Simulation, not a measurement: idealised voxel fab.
Process module name: voxel released beams
Section shown: cut. Width: 160 nm. Cell size: 5 nm, square.
Just so we're on the same page, the cross-sections are grids of square cells, and they're listed out in bands top to bottom, each band one or more rows deep. Per band: top height and bottom height in nm, followed by the left-to-right materials and their widths in nm; "all across" marks a single material spanning edge to edge, "empty" marks empty space. Ref level 0: as-received wafer is one material below here. Bottom band extends down with no lower bound ("from 0 down"). Quick explanation for "30..40": the width changes in equal steps down the rows of cells, from the first number in the band's top row to the second number in its bottom row. It should be understood that the words "no alteration", when stated for a given step, signify that the cross-section underwent no change in any of its cells during that step. Look at "Listed closed voids" for the closed voids: empty spaces with no open path to the top, sized 8 cells or up. Each is width x height at distance, distance from the left edge, all nm. On each step's line, the part that comes after the settings is the simulator's own comment on the step. You can add "overlay nm" to a step's line. For a step with a mask, it describes how far the mask lay to the right of its planned position, and a negative number describes a lay to the left.
## Planned step list for the process
1 RECEIVE with material Si
2 CONFORMAL_DEP with material Al2O3, thk nm 5
3 DIRECTIONAL_DEP with material SiO2, thk nm 20
4 DIRECTIONAL_DEP with material aC, thk nm 15
5 PATTERN with tone open, mask id ANCHOR, material resist, width nm 35, thk nm 30, overlay nm 0
6 DIRECTIONAL_ETCH with etch materials aC, depth nm 15
7 STRIP with etch materials resist
8 DIRECTIONAL_ETCH with etch materials SiO2, depth nm 20
9 STRIP with etch materials aC
10 CONFORMAL_DEP with material W, thk nm 10
11 DIRECTIONAL_DEP with material aC, thk nm 10
12 PATTERN with tone cover, mask id BEAM, material resist, width nm 110, thk nm 30, overlay nm 0
13 DIRECTIONAL_ETCH with etch materials aC, depth nm 10
14 STRIP with etch materials resist
15 DIRECTIONAL_ETCH with etch materials W, depth nm 10
16 STRIP with etch materials aC
17 STRIP with etch materials SiO2
## Wafer as received: cross-section following step 1
    from 0 down | Si all across
    Listed closed voids: none
## As-planned run: cross-section of the first of two wafers at end of module
    from 35 to 25 | empty 20; W 15; empty 15; W 80; empty 30
    from 25 to 15 | empty 25; W 10; empty 15; W 10; empty 100
    from 15 to 5 | empty 25; W 35; empty 100
    from 5 to 0 | Al2O3 all across
    from 0 down | Si all across
    Listed closed voids: none
## The second wafer, shown in cross-section after the module: started the same way as the first and given the same plan, yet one mistake crept into how it was run
    from 35 to 25 | empty 20; W 15; empty 20; W 75; empty 30
    from 25 to 15 | empty 25; W 10; empty 20; W 10; empty 95
    from 15 to 5 | empty 25; W 40; empty 95
    from 5 to 0 | Al2O3 all across
    from 0 down | Si all across
    Listed closed voids: none
Processing error: in deviation from the planned setting, step 5 was conducted as PATTERN with tone open, mask id ANCHOR, material resist, width nm 40, thk nm 30, overlay nm 0
At the close, every material occupies the same number of cells on the second wafer as on the first, only in different positions.
